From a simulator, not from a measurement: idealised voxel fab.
You're looking at the process module voxel capacitor over wiring.
Xsec cut, 270 nm wide, square cell size 5 nm.
Throughout this document, each cross-section is represented as a grid of square cells and is presented as a sequence of bands enumerated from the top downward, where a band comprises one or more rows of cells. Per band: top height and bottom height in nm, followed by the left-to-right materials and their widths in nm; "everywhere" marks a single material spanning edge to edge, "empty" marks empty space. Heads up on the height convention: 0 is the point under which the incoming wafer is all one material, and the lowest band has no bottom, it just keeps going down, like "0 -> down". Top row gets the first number, bottom row gets the second, and each row in between changes by the same step: that is how a band width like "30..40" works. What does "nothing altered" mean for a step? It means no cell of the cross-section changed in that step. Entry "Voids, sealed". Content: empty spaces with no open connection to the top, size 8 cells or greater. Each: width x height at distance. Distance: from left edge. Unit: nm. Whatever follows a step's settings on its line is a remark the simulator itself makes about that step. Regarding "overlay nm": on a step with a mask, it is the distance the mask lay to the right of its planned place; a negative value places it to the left.
**List of planned process steps**
step 1: RECEIVE: material Si
step 2: CONFORMAL_DEP: material SiO2, thk nm 15
step 3: CONFORMAL_DEP: material SiCN, thk nm 5
step 4: DIRECTIONAL_DEP: material SiO2, thk nm 15
step 5: DIRECTIONAL_DEP: material aC, thk nm 10
step 6: PATTERN: tone open, mask id METAL_1, material resist, width nm 25, pitch nm 90, thk nm 25, overlay nm 0
step 7: DIRECTIONAL_ETCH: etch materials aC, depth nm 10
step 8: STRIP: etch materials resist
step 9: DIRECTIONAL_ETCH: etch materials SiO2, depth nm 15
step 10: DIRECTIONAL_ETCH: etch materials SiCN, depth nm 5
step 11: STRIP: etch materials aC
step 12: CONFORMAL_DEP: material TiN, thk nm 5
step 13: FILL_DEP: material Ru, thk nm 5
step 14: CMP: height nm 35
step 15: CONFORMAL_DEP: material SiCN, thk nm 5
step 16: DIRECTIONAL_DEP: material SiO2, thk nm 20
step 17: MASKED_ETCH: tone open, mask id PLUG_1, width nm 15, etch materials SiO2, depth nm 20, overlay nm 0
step 18: MASKED_ETCH: tone open, mask id PLUG_1, width nm 15, etch materials SiCN, depth nm 5, overlay nm 0
step 19: CONFORMAL_DEP: material TiN, thk nm 5
step 20: FILL_DEP: material Cu, thk nm 5
step 21: CMP: height nm 60
step 22: DIRECTIONAL_DEP: material TiN, thk nm 10
step 23: DIRECTIONAL_DEP: material HfO2, thk nm 5
step 24: DIRECTIONAL_DEP: material TiN, thk nm 5
step 25: DIRECTIONAL_DEP: material aC, thk nm 10
step 26: PATTERN: tone cover, mask id UPPER_PLATE, material resist, width nm 70, thk nm 25, overlay nm 0
step 27: DIRECTIONAL_ETCH: etch materials aC, depth nm 10
step 28: STRIP: etch materials resist
step 29: DIRECTIONAL_ETCH: etch materials TiN, depth nm 5
step 30: DIRECTIONAL_ETCH: etch materials HfO2, depth nm 5
step 31: STRIP: etch materials aC
step 32: DIRECTIONAL_DEP: material aC, thk nm 15
step 33: PATTERN: tone cover, mask id LOWER_PLATE, material resist, width nm 80, thk nm 30, overlay nm 0
step 34: DIRECTIONAL_ETCH: etch materials aC, depth nm 15
step 35: STRIP: etch materials resist
step 36: DIRECTIONAL_ETCH: etch materials TiN, depth nm 10
step 37: STRIP: etch materials aC
step 38: FILL_DEP: material SiO2, thk nm 20
step 39: CMP: height nm 95
step 40: MASKED_ETCH: tone open, mask id PLUG_2, width nm 15, etch materials SiO2, depth nm 15, overlay nm 0
step 41: CONFORMAL_DEP: material TiN, thk nm 5
step 42: FILL_DEP: material W, thk nm 5
step 43: CMP: height nm 95
step 44: CONFORMAL_DEP: material SiCN, thk nm 5
**As-received state of the wafer in cross-section, equivalent to post-step 1**
> 0 -> down | Si everywhere
> Voids, sealed: none
**Starting wafer: above. Plan: above. Run: one mistake. Cross-section after the module: below**
> 100 -> 95 | SiCN everywhere
> 95 -> 85 | SiO2=95 / TiN=5 / W=5 / TiN=5 / SiO2=160
> 85 -> 75 | SiO2=95..85 / TiN=15..70 / SiO2=160..115
> 75 -> 70 | SiO2=85 / HfO2=70 / SiO2=115
> 70 -> 60 | SiO2=80 / TiN=80 / SiO2=110
> 60 -> 40 | SiO2=85 / TiN=5 / Cu=5 / TiN=5 / SiO2=170
> 40 -> 35 | SiCN=85 / TiN=15 / SiCN=170
> 35 -> 30 | TiN=80 / Ru=15 / TiN=75 / Ru=15 / TiN=85
> 30 -> 20 | SiO2=75 / TiN=5 / Ru=15 / TiN=5 / SiO2=65 / TiN=5 / Ru=15 / TiN=5 / SiO2=80
> 20 -> 15 | SiO2=75 / TiN=25 / SiO2=65 / TiN=25 / SiO2=80
> 15 -> 0 | SiO2 everywhere
> 0 -> down | Si everywhere
> Voids, sealed: none
Error vs. plan: no execution of plan step 3; skipped
